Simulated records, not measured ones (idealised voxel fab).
process module | voxel self aligned contacts
cross-section cut | 260 nm wide | cells 5 nm
A cross-section is a grid of square cells, given in bands from the top down. A band is one or more rows of cells.
Each band's line starts with the height of the band's top and of its bottom, in nm. Then come its materials from left to right, each with its width in nm. One material with "throughout" fills the band from edge to edge. "air" is empty space.
Height 0 is the level under which the wafer as received is all one material. The lowest band goes on downwards, as in "0 down".
A width such as "30 to 40" changes by the same amount from each row of cells to the next, from the band's top row to its bottom row.
"no change" after a step means that no cell of the cross-section changed.
closed voids: empty space of 8 cells or more with no open way to the top, each as width x height at its distance from the left edge, in nm
after a step's settings: what the simulator itself notes on the step
overlay nm, on a step with a mask: how far to the right of its planned place the mask lay; to the left if negative
plan
1 op RECEIVE | material Si
2 op OXIDIZE | depth nm 5
3 op DIRECTIONAL_DEP | material polySi | thk nm 25
4 op DIRECTIONAL_DEP | material SiN | thk nm 25
5 op MASKED_ETCH | tone cover | mask id GATE | width nm 30 | pitch nm 75 | etch materials SiN | depth nm 25 | overlay nm 0
6 op MASKED_ETCH | tone cover | mask id GATE | width nm 30 | pitch nm 75 | etch materials polySi | depth nm 25 | overlay nm 0
7 op CONFORMAL_DEP | material SiN | thk nm 10
8 op DIRECTIONAL_ETCH | etch materials SiN | depth nm 10
9 op FILL_DEP | material SiO2 | thk nm 15
10 op CMP | height nm 60
11 op DIRECTIONAL_DEP | material aC | thk nm 10
12 op PATTERN | tone open | mask id CONTACT | material resist | width nm 55 | pitch nm 75 | thk nm 30 | overlay nm 0
13 op DIRECTIONAL_ETCH | etch materials aC | depth nm 10
14 op STRIP | etch materials resist
15 op DIRECTIONAL_ETCH | etch materials SiO2 | depth nm 65
16 op STRIP | etch materials aC
17 op CONFORMAL_DEP | material TiN | thk nm 5
18 op FILL_DEP | material Ru | thk nm 10
19 op CMP | height nm 60
20 op CONFORMAL_DEP | material SiCN | thk nm 5
first wafer, as planned
as received, after step 1
  0 down: Si throughout
  closed voids: none
after step 2
  0 to -5: SiO2 throughout
  below -5: unchanged
after step 3
  25 to 0: polySi throughout
  below 0: unchanged
after step 4
  50 to 25: SiN throughout
  below 25: unchanged
after step 5
  50 to 25: air 40 | SiN 30 | air 45 | SiN 30 | air 45 | SiN 30 | air 40
  below 25: unchanged
after step 6
  50 to 25: air 40 | SiN 30 | air 45 | SiN 30 | air 45 | SiN 30 | air 40
  25 to 0: air 40 | polySi 30 | air 45 | polySi 30 | air 45 | polySi 30 | air 40
  below 0: unchanged
after step 7
  60 to 25: air 30 | SiN 50 | air 25 | SiN 50 | air 25 | SiN 50 | air 30
  25 to 10: air 30 | SiN 10 | polySi 30 | SiN 10 | air 25 | SiN 10 | polySi 30 | SiN 10 | air 25 | SiN 10 | polySi 30 | SiN 10 | air 30
  10 to 0: SiN 40 | polySi 30 | SiN 45 | polySi 30 | SiN 45 | polySi 30 | SiN 40
  below 0: unchanged
after step 8
  50 to 25: air 30 | SiN 50 | air 25 | SiN 50 | air 25 | SiN 50 | air 30
  25 to 0: air 30 | SiN 10 | polySi 30 | SiN 10 | air 25 | SiN 10 | polySi 30 | SiN 10 | air 25 | SiN 10 | polySi 30 | SiN 10 | air 30
  below 0: unchanged
after step 9
  65 to 50: SiO2 throughout
  50 to 25: SiO2 30 | SiN 50 | SiO2 25 | SiN 50 | SiO2 25 | SiN 50 | SiO2 30
  25 to 0: SiO2 30 | SiN 10 | polySi 30 | SiN 10 | SiO2 25 | SiN 10 | polySi 30 | SiN 10 | SiO2 25 | SiN 10 | polySi 30 | SiN 10 | SiO2 30
  below 0: unchanged
after step 10
  60 to 50: SiO2 throughout
  below 50: unchanged
after step 11
  70 to 60: aC throughout
  below 60: unchanged
after step 12
  100 to 70: resist 65 | air 55 | resist 20 | air 55 | resist 65
  below 70: unchanged
after step 13
  90 to 70: resist 65 | air 55 | resist 20 | air 55 | resist 65
  70 to 60: aC 65 | air 55 | aC 20 | air 55 | aC 65
  below 60: unchanged
after step 14
  70 to 60: aC 65 | air 55 | aC 20 | air 55 | aC 65
  below 60: unchanged
after step 15
  70 to 60: aC 65 | air 55 | aC 20 | air 55 | aC 65
  60 to 50: SiO2 65 | air 55 | SiO2 20 | air 55 | SiO2 65
  50 to 25: SiO2 30 | SiN 50 | air 25 | SiN 50 | air 25 | SiN 50 | SiO2 30
  25 to 0: SiO2 30 | SiN 10 | polySi 30 | SiN 10 | air 25 | SiN 10 | polySi 30 | SiN 10 | air 25 | SiN 10 | polySi 30 | SiN 10 | SiO2 30
  0 to -5: SiO2 80 | air 25 | SiO2 50 | air 25 | SiO2 80
  below -5: unchanged
after step 16
  60 to 50: SiO2 65 | air 55 | SiO2 20 | air 55 | SiO2 65
  below 50: unchanged
after step 17
  65 to 60: TiN 70 | air 45 | TiN 30 | air 45 | TiN 70
  60 to 50: SiO2 65 | TiN 5 to 20 | air 45 to 15 | TiN 5 to 20 | SiO2 20 | TiN 5 to 20 | air 45 to 15 | TiN 5 to 20 | SiO2 65
  50 to 25: SiO2 30 | SiN 50 | TiN 5 | air 15 | TiN 5 | SiN 50 | TiN 5 | air 15 | TiN 5 | SiN 50 | SiO2 30
  25 to 0: SiO2 30 | SiN 10 | polySi 30 | SiN 10 | TiN 5 | air 15 | TiN 5 | SiN 10 | polySi 30 | SiN 10 | TiN 5 | air 15 | TiN 5 | SiN 10 | polySi 30 | SiN 10 | SiO2 30
  0 to -5: SiO2 80 | TiN 25 | SiO2 50 | TiN 25 | SiO2 80
  below -5: unchanged
after step 18
  75 to 65: Ru throughout
  65 to 60: TiN 70 | Ru 45 | TiN 30 | Ru 45 | TiN 70
  60 to 50: SiO2 65 | TiN 5 to 20 | Ru 45 to 15 | TiN 5 to 20 | SiO2 20 | TiN 5 to 20 | Ru 45 to 15 | TiN 5 to 20 | SiO2 65
  50 to 25: SiO2 30 | SiN 50 | TiN 5 | Ru 15 | TiN 5 | SiN 50 | TiN 5 | Ru 15 | TiN 5 | SiN 50 | SiO2 30
  25 to 0: SiO2 30 | SiN 10 | polySi 30 | SiN 10 | TiN 5 | Ru 15 | TiN 5 | SiN 10 | polySi 30 | SiN 10 | TiN 5 | Ru 15 | TiN 5 | SiN 10 | polySi 30 | SiN 10 | SiO2 30
  below 0: unchanged
after step 19
  60 to 50: SiO2 65 | TiN 5 to 20 | Ru 45 to 15 | TiN 5 to 20 | SiO2 20 | TiN 5 to 20 | Ru 45 to 15 | TiN 5 to 20 | SiO2 65
  below 50: unchanged
after step 20
  65 to 60: SiCN throughout
  below 60: unchanged
second wafer: like start, like plan, one mistake. Through step 6 it matches the first wafer
when step 7 should have ended
  60 to 50: air 30 | Ru 50 | air 25 | Ru 50 | air 25 | Ru 50 | air 30
  50 to 25: air 30 | Ru 10 | SiN 30 | Ru 10 | air 25 | Ru 10 | SiN 30 | Ru 10 | air 25 | Ru 10 | SiN 30 | Ru 10 | air 30
  25 to 10: air 30 | Ru 10 | polySi 30 | Ru 10 | air 25 | Ru 10 | polySi 30 | Ru 10 | air 25 | Ru 10 | polySi 30 | Ru 10 | air 30
  10 to 0: Ru 40 | polySi 30 | Ru 45 | polySi 30 | Ru 45 | polySi 30 | Ru 40
  below 0: unchanged
when step 8 should have ended: no change
when step 9 should have ended
  75 to 60: SiO2 throughout
  60 to 50: SiO2 30 | Ru 50 | SiO2 25 | Ru 50 | SiO2 25 | Ru 50 | SiO2 30
  50 to 25: SiO2 30 | Ru 10 | SiN 30 | Ru 10 | SiO2 25 | Ru 10 | SiN 30 | Ru 10 | SiO2 25 | Ru 10 | SiN 30 | Ru 10 | SiO2 30
  25 to 10: SiO2 30 | Ru 10 | polySi 30 | Ru 10 | SiO2 25 | Ru 10 | polySi 30 | Ru 10 | SiO2 25 | Ru 10 | polySi 30 | Ru 10 | SiO2 30
  below 10: unchanged
when step 10 should have ended
  60 to 50: SiO2 30 | Ru 50 | SiO2 25 | Ru 50 | SiO2 25 | Ru 50 | SiO2 30
  below 50: unchanged
when step 11 should have ended
  70 to 60: aC throughout
  below 60: unchanged
when step 12 should have ended
  100 to 70: resist 65 | air 55 | resist 20 | air 55 | resist 65
  below 70: unchanged
when step 13 should have ended
  90 to 70: resist 65 | air 55 | resist 20 | air 55 | resist 65
  70 to 60: aC 65 | air 55 | aC 20 | air 55 | aC 65
  below 60: unchanged
when step 14 should have ended
  70 to 60: aC 65 | air 55 | aC 20 | air 55 | aC 65
  below 60: unchanged
when step 15 should have ended
  70 to 60: aC 65 | air 55 | aC 20 | air 55 | aC 65
  60 to 50: SiO2 30 | Ru 50 | air 25 | Ru 50 | air 25 | Ru 50 | SiO2 30
  50 to 25: SiO2 30 | Ru 10 | SiN 30 | Ru 10 | air 25 | Ru 10 | SiN 30 | Ru 10 | air 25 | Ru 10 | SiN 30 | Ru 10 | SiO2 30
  25 to 10: SiO2 30 | Ru 10 | polySi 30 | Ru 10 | air 25 | Ru 10 | polySi 30 | Ru 10 | air 25 | Ru 10 | polySi 30 | Ru 10 | SiO2 30
  below 10: unchanged
when step 16 should have ended
  60 to 50: SiO2 30 | Ru 50 | air 25 | Ru 50 | air 25 | Ru 50 | SiO2 30
  below 50: unchanged
when step 17 should have ended
  65 to 60: TiN 85 | air 15 | TiN 60 | air 15 | TiN 85
  60 to 50: SiO2 30 | Ru 50 | TiN 5 | air 15 | TiN 5 | Ru 50 | TiN 5 | air 15 | TiN 5 | Ru 50 | SiO2 30
  50 to 25: SiO2 30 | Ru 10 | SiN 30 | Ru 10 | TiN 5 | air 15 | TiN 5 | Ru 10 | SiN 30 | Ru 10 | TiN 5 | air 15 | TiN 5 | Ru 10 | SiN 30 | Ru 10 | SiO2 30
  25 to 15: SiO2 30 | Ru 10 | polySi 30 | Ru 10 | TiN 5 | air 15 | TiN 5 | Ru 10 | polySi 30 | Ru 10 | TiN 5 | air 15 | TiN 5 | Ru 10 | polySi 30 | Ru 10 | SiO2 30
  15 to 10: SiO2 30 | Ru 10 | polySi 30 | Ru 10 | TiN 25 | Ru 10 | polySi 30 | Ru 10 | TiN 25 | Ru 10 | polySi 30 | Ru 10 | SiO2 30
  below 10: unchanged
when step 18 should have ended
  75 to 65: Ru throughout
  65 to 60: TiN 85 | Ru 15 | TiN 60 | Ru 15 | TiN 85
  60 to 50: SiO2 30 | Ru 50 | TiN 5 | Ru 15 | TiN 5 | Ru 50 | TiN 5 | Ru 15 | TiN 5 | Ru 50 | SiO2 30
  50 to 25: SiO2 30 | Ru 10 | SiN 30 | Ru 10 | TiN 5 | Ru 15 | TiN 5 | Ru 10 | SiN 30 | Ru 10 | TiN 5 | Ru 15 | TiN 5 | Ru 10 | SiN 30 | Ru 10 | SiO2 30
  25 to 15: SiO2 30 | Ru 10 | polySi 30 | Ru 10 | TiN 5 | Ru 15 | TiN 5 | Ru 10 | polySi 30 | Ru 10 | TiN 5 | Ru 15 | TiN 5 | Ru 10 | polySi 30 | Ru 10 | SiO2 30
  below 15: unchanged
when step 19 should have ended
  60 to 50: SiO2 30 | Ru 50 | TiN 5 | Ru 15 | TiN 5 | Ru 50 | TiN 5 | Ru 15 | TiN 5 | Ru 50 | SiO2 30
  below 50: unchanged
when step 20 should have ended
  65 to 60: SiCN throughout
  below 60: unchanged
what went wrong: step 7 ran as: op CONFORMAL_DEP | material Ru | thk nm 10
at the end the second wafer has, in cells: 194 more of Ru | 120 fewer of SiN | 50 fewer of SiO2 | 24 fewer of TiN
